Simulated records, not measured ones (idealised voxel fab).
Process module in this document: voxel self aligned vias
Section shown: cut. Width: 260 nm. Cell size: 5 nm, square.
Bands, listed from the top down, are how a cross-section gets written in this document; the cross-section itself is a grid of square cells, and a band is one or more rows of them. Heads up on the band format: heights come first, top then bottom, in nm. After that it's the materials left to right, each with its width in nm. A single material flagged "all across" fills the whole band edge to edge, and "empty" means there's empty space there. Convention: height 0 is the level below which the wafer, as received, is all one material. The lowest band does not terminate at the bottom but continues downward, represented as "0 down". With a width like "30->40", each row of cells in the band differs from the next by the same amount, the top row carrying the first number and the bottom row the second. Key: "stayed the same" - step with no changed cell in the cross-section. "Unvented cavities" specifies each empty space that is not open to the top and that occupies no fewer than 8 cells, using the form width x height at distance, the distance measured from the left edge and all three quantities in nm. Read whatever lies past the settings on a step's line as the simulator's own remark about the step. A step's line can hold "overlay nm"; with a mask on that step, the setting says how far right of the planned place the mask lay, while a negative setting says it lay to the left.
**Steps planned for the process**
1: RECEIVE: material Si
2: CONFORMAL_DEP: material SiO2, thk nm 15
3: CONFORMAL_DEP: material SiCN, thk nm 5
4: DIRECTIONAL_DEP: material lowk, thk nm 25
5: DIRECTIONAL_DEP: material aC, thk nm 10
6: PATTERN: tone open, mask id LINES, material resist, width nm 30, pitch nm 65, thk nm 25, overlay nm 0
7: DIRECTIONAL_ETCH: etch materials aC, depth nm 10
8: STRIP: etch materials resist
9: DIRECTIONAL_ETCH: etch materials lowk, depth nm 25
10: STRIP: etch materials aC
11: CONFORMAL_DEP: material TiN, thk nm 5
12: FILL_DEP: material W, thk nm 5
13: CMP: height nm 45
14: SELECTIVE_ETCH: etch materials W Ru TiN, depth nm 10
15: FILL_DEP: material SiN, thk nm 10
16: CMP: height nm 45
17: DIRECTIONAL_DEP: material lowk, thk nm 15
18: PATTERN: tone open, mask id VIAS, material resist, width nm 50, pitch nm 65, thk nm 15, overlay nm 0
19: DIRECTIONAL_ETCH: etch materials lowk, depth nm 15
20: DIRECTIONAL_ETCH: etch materials SiN, depth nm 10
21: STRIP: etch materials resist
22: CONFORMAL_DEP: material TiN, thk nm 5
23: FILL_DEP: material Ru, thk nm 10
24: CMP: height nm 60
25: CONFORMAL_DEP: material SiCN, thk nm 5
**Wafer, first of two, run as planned**
**Cross-section of the wafer at receipt, which is the condition after step 1**
* 0 down | Si all across
* Unvented cavities: none
**Cross-section through the wafer, step 2 finished**
* 15 to 0 | SiO2 all across
* Nothing below the height 0 has changed.
**Cross-section through the wafer, step 3 finished**
* 20 to 15 | SiCN all across
* Nothing below the height 15 has changed.
**Cross-section through the wafer, step 4 finished**
* 45 to 20 | lowk all across
* Nothing below the height 20 has changed.
**Cross-section through the wafer, step 5 finished**
* 55 to 45 | aC all across
* Nothing below the height 45 has changed.
**Cross-section through the wafer, step 6 finished**
* 80 to 55 | resist 80 nm, empty 30 nm, resist 35 nm, empty 30 nm, resist 85 nm
* Nothing below the height 55 has changed.
**Cross-section through the wafer, step 7 finished**
* 70 to 55 | resist 80 nm, empty 30 nm, resist 35 nm, empty 30 nm, resist 85 nm
* 55 to 45 | aC 80 nm, empty 30 nm, aC 35 nm, empty 30 nm, aC 85 nm
* Nothing below the height 45 has changed.
**Cross-section through the wafer, step 8 finished**
* 55 to 45 | aC 80 nm, empty 30 nm, aC 35 nm, empty 30 nm, aC 85 nm
* Nothing below the height 45 has changed.
**Cross-section through the wafer, step 9 finished**
* 55 to 45 | aC 80 nm, empty 30 nm, aC 35 nm, empty 30 nm, aC 85 nm
* 45 to 20 | lowk 80 nm, empty 30 nm, lowk 35 nm, empty 30 nm, lowk 85 nm
* Nothing below the height 20 has changed.
**Cross-section through the wafer, step 10 finished**
* 45 to 20 | lowk 80 nm, empty 30 nm, lowk 35 nm, empty 30 nm, lowk 85 nm
* Nothing below the height 20 has changed.
**Cross-section through the wafer, step 11 finished**
* 50 to 45 | TiN 85 nm, empty 20 nm, TiN 45 nm, empty 20 nm, TiN 90 nm
* 45 to 25 | lowk 80 nm, TiN 5 nm, empty 20 nm, TiN 5 nm, lowk 35 nm, TiN 5 nm, empty 20 nm, TiN 5 nm, lowk 85 nm
* 25 to 20 | lowk 80 nm, TiN 30 nm, lowk 35 nm, TiN 30 nm, lowk 85 nm
* Nothing below the height 20 has changed.
**Cross-section through the wafer, step 12 finished**
* 55 to 50 | W all across
* 50 to 45 | TiN 85 nm, W 20 nm, TiN 45 nm, W 20 nm, TiN 90 nm
* 45 to 25 | lowk 80 nm, TiN 5 nm, W 20 nm, TiN 5 nm, lowk 35 nm, TiN 5 nm, W 20 nm, TiN 5 nm, lowk 85 nm
* Nothing below the height 25 has changed.
**Cross-section through the wafer, step 13 finished**
* 45 to 25 | lowk 80 nm, TiN 5 nm, W 20 nm, TiN 5 nm, lowk 35 nm, TiN 5 nm, W 20 nm, TiN 5 nm, lowk 85 nm
* Nothing below the height 25 has changed.
**Cross-section through the wafer, step 14 finished**
* 45 to 35 | lowk 80 nm, empty 30 nm, lowk 35 nm, empty 30 nm, lowk 85 nm
* Nothing below the height 35 has changed.
**Cross-section through the wafer, step 15 finished**
* 55 to 45 | SiN all across
* 45 to 35 | lowk 80 nm, SiN 30 nm, lowk 35 nm, SiN 30 nm, lowk 85 nm
* Nothing below the height 35 has changed.
**Cross-section through the wafer, step 16 finished**
* 45 to 35 | lowk 80 nm, SiN 30 nm, lowk 35 nm, SiN 30 nm, lowk 85 nm
* Nothing below the height 35 has changed.
**Cross-section through the wafer, step 17 finished**
* 60 to 45 | lowk all across
* Nothing below the height 45 has changed.
**Cross-section through the wafer, step 18 finished**
* 75 to 60 | resist 70 nm, empty 50 nm, resist 15 nm, empty 50 nm, resist 75 nm
* Nothing below the height 60 has changed.
**Cross-section through the wafer, step 19 finished**
* 75 to 60 | resist 70 nm, empty 50 nm, resist 15 nm, empty 50 nm, resist 75 nm
* 60 to 45 | lowk 70 nm, empty 50 nm, lowk 15 nm, empty 50 nm, lowk 75 nm
* Nothing below the height 45 has changed.
**Cross-section through the wafer, step 20 finished**
* 75 to 60 | resist 70 nm, empty 50 nm, resist 15 nm, empty 50 nm, resist 75 nm
* 60 to 45 | lowk 70 nm, empty 50 nm, lowk 15 nm, empty 50 nm, lowk 75 nm
* 45 to 35 | lowk 80 nm, empty 30 nm, lowk 35 nm, empty 30 nm, lowk 85 nm
* Nothing below the height 35 has changed.
**Cross-section through the wafer, step 21 finished**
* 60 to 45 | lowk 70 nm, empty 50 nm, lowk 15 nm, empty 50 nm, lowk 75 nm
* Nothing below the height 45 has changed.
**Cross-section through the wafer, step 22 finished**
* 65 to 60 | TiN 75 nm, empty 40 nm, TiN 25 nm, empty 40 nm, TiN 80 nm
* 60 to 50 | lowk 70 nm, TiN 5 nm, empty 40 nm, TiN 5 nm, lowk 15 nm, TiN 5 nm, empty 40 nm, TiN 5 nm, lowk 75 nm
* 50 to 40 | lowk 70->80 nm, TiN 15->5 nm, empty 20 nm, TiN 15->5 nm, lowk 15->35 nm, TiN 15->5 nm, empty 20 nm, TiN 15->5 nm, lowk 75->85 nm
* 40 to 35 | lowk 80 nm, TiN 30 nm, lowk 35 nm, TiN 30 nm, lowk 85 nm
* Nothing below the height 35 has changed.
**Cross-section through the wafer, step 23 finished**
* 75 to 65 | Ru all across
* 65 to 60 | TiN 75 nm, Ru 40 nm, TiN 25 nm, Ru 40 nm, TiN 80 nm
* 60 to 50 | lowk 70 nm, TiN 5 nm, Ru 40 nm, TiN 5 nm, lowk 15 nm, TiN 5 nm, Ru 40 nm, TiN 5 nm, lowk 75 nm
* 50 to 40 | lowk 70->80 nm, TiN 15->5 nm, Ru 20 nm, TiN 15->5 nm, lowk 15->35 nm, TiN 15->5 nm, Ru 20 nm, TiN 15->5 nm, lowk 75->85 nm
* Nothing below the height 40 has changed.
**Cross-section through the wafer, step 24 finished**
* 60 to 50 | lowk 70 nm, TiN 5 nm, Ru 40 nm, TiN 5 nm, lowk 15 nm, TiN 5 nm, Ru 40 nm, TiN 5 nm, lowk 75 nm
* Nothing below the height 50 has changed.
**Cross-section through the wafer, step 25 finished**
* 65 to 60 | SiCN all across
* Nothing below the height 60 has changed.
**Second wafer - shared start and plan with the first - one error in running - same as the first up to step 18 inclusive**
**Planned end of step 19: second wafer, cross-section**
* 75 to 60 | resist 70 nm, empty 50 nm, resist 15 nm, empty 50 nm, resist 75 nm
* 60 to 45 | lowk 70 nm, empty 50 nm, lowk 15 nm, empty 50 nm, lowk 75 nm
* 45 to 35 | lowk 70 nm, empty 10 nm, SiN 30 nm, empty 10 nm, lowk 15 nm, empty 10 nm, SiN 30 nm, empty 10 nm, lowk 75 nm
* 35 to 30 | lowk 70 nm, empty 10 nm, TiN 5 nm, W 20 nm, TiN 5 nm, empty 10 nm, lowk 15 nm, empty 10 nm, TiN 5 nm, W 20 nm, TiN 5 nm, empty 10 nm, lowk 75 nm
* Nothing below the height 30 has changed.
**Planned end of step 20: second wafer, cross-section**
* 75 to 60 | resist 70 nm, empty 50 nm, resist 15 nm, empty 50 nm, resist 75 nm
* 60 to 35 | lowk 70 nm, empty 50 nm, lowk 15 nm, empty 50 nm, lowk 75 nm
* Nothing below the height 35 has changed.
**Planned end of step 21: second wafer, cross-section**
* 60 to 35 | lowk 70 nm, empty 50 nm, lowk 15 nm, empty 50 nm, lowk 75 nm
* Nothing below the height 35 has changed.
**Planned end of step 22: second wafer, cross-section**
* 65 to 60 | TiN 75 nm, empty 40 nm, TiN 25 nm, empty 40 nm, TiN 80 nm
* 60 to 40 | lowk 70 nm, TiN 5 nm, empty 40 nm, TiN 5 nm, lowk 15 nm, TiN 5 nm, empty 40 nm, TiN 5 nm, lowk 75 nm
* 40 to 35 | lowk 70 nm, TiN 50 nm, lowk 15 nm, TiN 50 nm, lowk 75 nm
* 35 to 25 | lowk 70->80 nm, TiN 15->5 nm, W 20 nm, TiN 15->5 nm, lowk 15->35 nm, TiN 15->5 nm, W 20 nm, TiN 15->5 nm, lowk 75->85 nm
* Nothing below the height 25 has changed.
**Planned end of step 23: second wafer, cross-section**
* 75 to 65 | Ru all across
* 65 to 60 | TiN 75 nm, Ru 40 nm, TiN 25 nm, Ru 40 nm, TiN 80 nm
* 60 to 40 | lowk 70 nm, TiN 5 nm, Ru 40 nm, TiN 5 nm, lowk 15 nm, TiN 5 nm, Ru 40 nm, TiN 5 nm, lowk 75 nm
* Nothing below the height 40 has changed.
**Planned end of step 24: second wafer, cross-section**
* 60 to 40 | lowk 70 nm, TiN 5 nm, Ru 40 nm, TiN 5 nm, lowk 15 nm, TiN 5 nm, Ru 40 nm, TiN 5 nm, lowk 75 nm
* Nothing below the height 40 has changed.
**Planned end of step 25: second wafer, cross-section**
* 65 to 60 | SiCN all across
* Nothing below the height 60 has changed.
What broke from the plan during processing? plan step 19 was twice executed
FYI, end of process, the second wafer has more or fewer cells of some materials than the first: Ru: 16 more, TiN: 8 more, lowk: 24 fewer
